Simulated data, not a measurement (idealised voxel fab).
process module | voxel wiring stack
cross-section cut | 250 nm wide | cells 5 nm
A cross-section is a grid of square cells, given in bands from the top down. A band is one or more rows of cells.
Each band's line starts with the height of the band's top and of its bottom, in nm. Then come its materials from left to right, each with its width in nm. One material with "throughout" fills the band from edge to edge. "air" is empty space.
Height 0 is the level under which the wafer as received is all one material. The lowest band goes on downwards, as in "0 down".
A width such as "30 to 40" changes by the same amount from each row of cells to the next, from the band's top row to its bottom row.
"no change" after a step means that no cell of the cross-section changed.
closed voids: empty space of 8 cells or more with no open way to the top, each as width x height at its distance from the left edge, in nm
after a step's settings: what the simulator itself notes on the step
overlay nm, on a step with a mask: how far to the right of its planned place the mask lay; to the left if negative
plan
1 op RECEIVE | material Si
2 op CONFORMAL_DEP | material SiO2 | thk nm 10
3 op CONFORMAL_DEP | material SiN | thk nm 5
4 op DIRECTIONAL_DEP | material lowk | thk nm 15
5 op PATTERN | tone open | mask id METAL_1 | material resist | width nm 20 | pitch nm 35 | thk nm 20 | overlay nm 0
6 op DIRECTIONAL_ETCH | etch materials lowk | depth nm 15
7 op DIRECTIONAL_ETCH | etch materials SiN | depth nm 5
8 op STRIP | etch materials resist
9 op CONFORMAL_DEP | material TiN | thk nm 5
10 op FILL_DEP | material Ru | thk nm 10
11 op CMP | height nm 30
12 op EPI | material Ru | thk nm 5
13 op FILL_DEP | material SiCN | thk nm 5
14 op DIRECTIONAL_DEP | material lowk | thk nm 10
15 op DIRECTIONAL_DEP | material aC | thk nm 15
16 op PATTERN | tone open | mask id PLUG_1 | material resist | width nm 15 | pitch nm 70 | thk nm 30 | overlay nm 0
17 op DIRECTIONAL_ETCH | etch materials aC | depth nm 15
18 op STRIP | etch materials resist
19 op DIRECTIONAL_ETCH | etch materials lowk | depth nm 10
20 op DIRECTIONAL_ETCH | etch materials SiCN | depth nm 5
21 op STRIP | etch materials aC
22 op EPI | material Ru | thk nm 10
23 op EPI | material Ru | thk nm 5
24 op DIRECTIONAL_DEP | material TiN | thk nm 5
25 op DIRECTIONAL_DEP | material W | thk nm 15
26 op MASKED_ETCH | tone cover | mask id METAL_2 | width nm 20 | pitch nm 35 | etch materials W | depth nm 15 | overlay nm 0
27 op MASKED_ETCH | tone cover | mask id METAL_2 | width nm 20 | pitch nm 35 | etch materials TiN | depth nm 5 | overlay nm -15
28 op CONFORMAL_DEP | material SiCN | thk nm 5
29 op FILL_DEP | material lowk | thk nm 10
30 op CMP | height nm 70
31 op CONFORMAL_DEP | material SiCN | thk nm 5
32 op DIRECTIONAL_DEP | material lowk | thk nm 15
33 op PATTERN | tone open | mask id PLUG_2 | material resist | width nm 15 | pitch nm 35 | thk nm 20 | overlay nm 0
34 op DIRECTIONAL_ETCH | etch materials lowk | depth nm 15
35 op DIRECTIONAL_ETCH | etch materials SiCN | depth nm 5
36 op STRIP | etch materials resist
37 op CONFORMAL_DEP | material TiN | thk nm 5
38 op FILL_DEP | material Ru | thk nm 10
39 op CMP | height nm 90
40 op DIRECTIONAL_DEP | material TiN | thk nm 5
41 op DIRECTIONAL_DEP | material W | thk nm 25
42 op PATTERN | tone cover | mask id METAL_3 | material resist | width nm 20 | pitch nm 35 | thk nm 20 | overlay nm 0
43 op DIRECTIONAL_ETCH | etch materials W | depth nm 25
44 op DIRECTIONAL_ETCH | etch materials TiN | depth nm 5
45 op STRIP | etch materials resist
46 op FILL_DEP | material SiO2 | thk nm 10
47 op CMP | height nm 120
48 op CONFORMAL_DEP | material SiCN | thk nm 5
varied across the wafers: overlay nm of step 27. The plan shows the first wafer's value. All wafers start alike
first wafer as received, after step 1
  0 down: Si throughout
  closed voids: none
each wafer at the end: cells of each material gained (+) or lost (-) since it was received, then its closed voids
overlay nm -15 | +78 Ru | +210 SiCN | +34 SiN | +304 SiO2 | +120 TiN | +128 W | +376 lowk | closed voids: none
overlay nm -10 | +78 Ru | +213 SiCN | +34 SiN | +304 SiO2 | +116 TiN | +128 W | +377 lowk | closed voids: none
overlay nm -5 | +78 Ru | +216 SiCN | +34 SiN | +304 SiO2 | +112 TiN | +128 W | +378 lowk | closed voids: none
overlay nm 0 | +78 Ru | +216 SiCN | +34 SiN | +304 SiO2 | +108 TiN | +128 W | +382 lowk | closed voids: none
overlay nm 5 | +78 Ru | +216 SiCN | +34 SiN | +304 SiO2 | +112 TiN | +128 W | +378 lowk | closed voids: none
overlay nm 10 | +78 Ru | +213 SiCN | +34 SiN | +304 SiO2 | +116 TiN | +128 W | +377 lowk | closed voids: none
overlay nm 15 | +78 Ru | +210 SiCN | +34 SiN | +304 SiO2 | +120 TiN | +128 W | +376 lowk | closed voids: none
